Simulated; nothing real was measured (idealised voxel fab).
process module | voxel capacitor over wiring
cross-section cut | 160 nm wide | cells 5 nm
A cross-section is a grid of square cells, given in bands from the top down. A band is one or more rows of cells.
Each band's line starts with the height of the band's top and of its bottom, in nm. Then come its materials from left to right, each with its width in nm. One material with "throughout" fills the band from edge to edge. "air" is empty space.
Height 0 is the level under which the wafer as received is all one material. The lowest band goes on downwards, as in "0 down".
A width such as "30 to 40" changes by the same amount from each row of cells to the next, from the band's top row to its bottom row.
"no change" after a step means that no cell of the cross-section changed.
closed voids: empty space of 8 cells or more with no open way to the top, each as width x height at its distance from the left edge, in nm
after a step's settings: what the simulator itself notes on the step
overlay nm, on a step with a mask: how far to the right of its planned place the mask lay; to the left if negative
plan
1 op RECEIVE | material Si
2 op CONFORMAL_DEP | material SiO2 | thk nm 15
3 op CONFORMAL_DEP | material SiCN | thk nm 5
4 op DIRECTIONAL_DEP | material lowk | thk nm 15
5 op PATTERN | tone open | mask id METAL_1 | material resist | width nm 30 | pitch nm 95 | thk nm 20 | overlay nm 0
6 op DIRECTIONAL_ETCH | etch materials lowk | depth nm 15
7 op DIRECTIONAL_ETCH | etch materials SiCN | depth nm 5
8 op STRIP | etch materials resist
9 op CONFORMAL_DEP | material TiN | thk nm 5
10 op FILL_DEP | material Ru | thk nm 10
11 op CMP | height nm 35
12 op CONFORMAL_DEP | material SiCN | thk nm 5
13 op DIRECTIONAL_DEP | material lowk | thk nm 10
14 op MASKED_ETCH | tone open | mask id PLUG_1 | width nm 15 | etch materials lowk | depth nm 10 | overlay nm 0
15 op MASKED_ETCH | tone open | mask id PLUG_1 | width nm 15 | etch materials SiCN | depth nm 5 | overlay nm 0
16 op EPI | material Ru | thk nm 10
17 op EPI | material Ru | thk nm 5
18 op DIRECTIONAL_DEP | material TiN | thk nm 5
19 op DIRECTIONAL_DEP | material Al2O3 | thk nm 5
20 op DIRECTIONAL_DEP | material TiN | thk nm 10
21 op MASKED_ETCH | tone cover | mask id UPPER_PLATE | width nm 70 | etch materials TiN | depth nm 10 | overlay nm 0
22 op MASKED_ETCH | tone cover | mask id UPPER_PLATE | width nm 70 | etch materials Al2O3 | depth nm 5 | overlay nm 0
23 op PATTERN | tone cover | mask id LOWER_PLATE | material resist | width nm 80 | thk nm 20 | overlay nm 0
24 op DIRECTIONAL_ETCH | etch materials TiN | depth nm 5
25 op STRIP | etch materials resist
26 op FILL_DEP | material SiO2 | thk nm 15
27 op CMP | height nm 80
28 op PATTERN | tone open | mask id PLUG_2 | material resist | width nm 15 | thk nm 15 | overlay nm 0
29 op DIRECTIONAL_ETCH | etch materials SiO2 | depth nm 10
30 op STRIP | etch materials resist
31 op CONFORMAL_DEP | material TiN | thk nm 5
32 op FILL_DEP | material Cu | thk nm 10
33 op CMP | height nm 80
34 op CONFORMAL_DEP | material SiN | thk nm 5
as received, after step 1
  0 down: Si throughout
  closed voids: none
first wafer at the end, as planned
  85 to 80: SiN throughout
  80 to 75: SiO2 40 | TiN 5 | Cu 5 | TiN 5 | SiO2 105
  75 to 70: SiO2 40 | TiN 15 | SiO2 105
  70 to 60: SiO2 30 | TiN 70 | SiO2 60
  60 to 55: SiO2 30 | Al2O3 70 | SiO2 60
  55 to 50: SiO2 25 | TiN 80 | SiO2 55
  50 to 40: lowk 30 | Ru 15 | lowk 115
  40 to 35: SiCN 30 | Ru 15 | SiCN 115
  35 to 20: lowk 15 | TiN 5 | Ru 20 | TiN 5 | lowk 65 | TiN 5 | Ru 20 | TiN 5 | lowk 20
  20 to 15: SiCN 15 | TiN 30 | SiCN 65 | TiN 30 | SiCN 20
  15 to 0: SiO2 throughout
  0 down: Si throughout
  closed voids: none
second wafer at the end: like start, like plan, one mistake
  85 to 80: SiN throughout
  80 to 75: SiO2 40 | TiN 5 | Cu 5 | TiN 5 | SiO2 105
  75 to 70: SiO2 40 | TiN 15 | SiO2 105
  70 to 60: SiO2 30 | TiN 70 | SiO2 60
  60 to 55: SiO2 30 | Al2O3 70 | SiO2 60
  55 to 50: SiO2 25 | TiN 80 | SiO2 55
  50 to 40: lowk 30 | Ru 15 | lowk 115
  40 to 35: SiCN 30 | Ru 15 | SiCN 115
  35 to 25: lowk 15 | TiN 5 | Ru 20 | TiN 5 | lowk 65 | TiN 5 | Ru 20 | TiN 5 | lowk 20
  25 to 20: lowk 15 | TiN 30 | lowk 65 | TiN 30 | lowk 20
  20 to 15: Cu throughout
  15 to 0: SiO2 throughout
  0 down: Si throughout
  closed voids: none
what went wrong: step 3 ran as: op CONFORMAL_DEP | material Cu | thk nm 5
at the end the second wafer has, in cells: 32 more of Cu | 8 fewer of Ru | 20 fewer of SiCN | 4 fewer of TiN
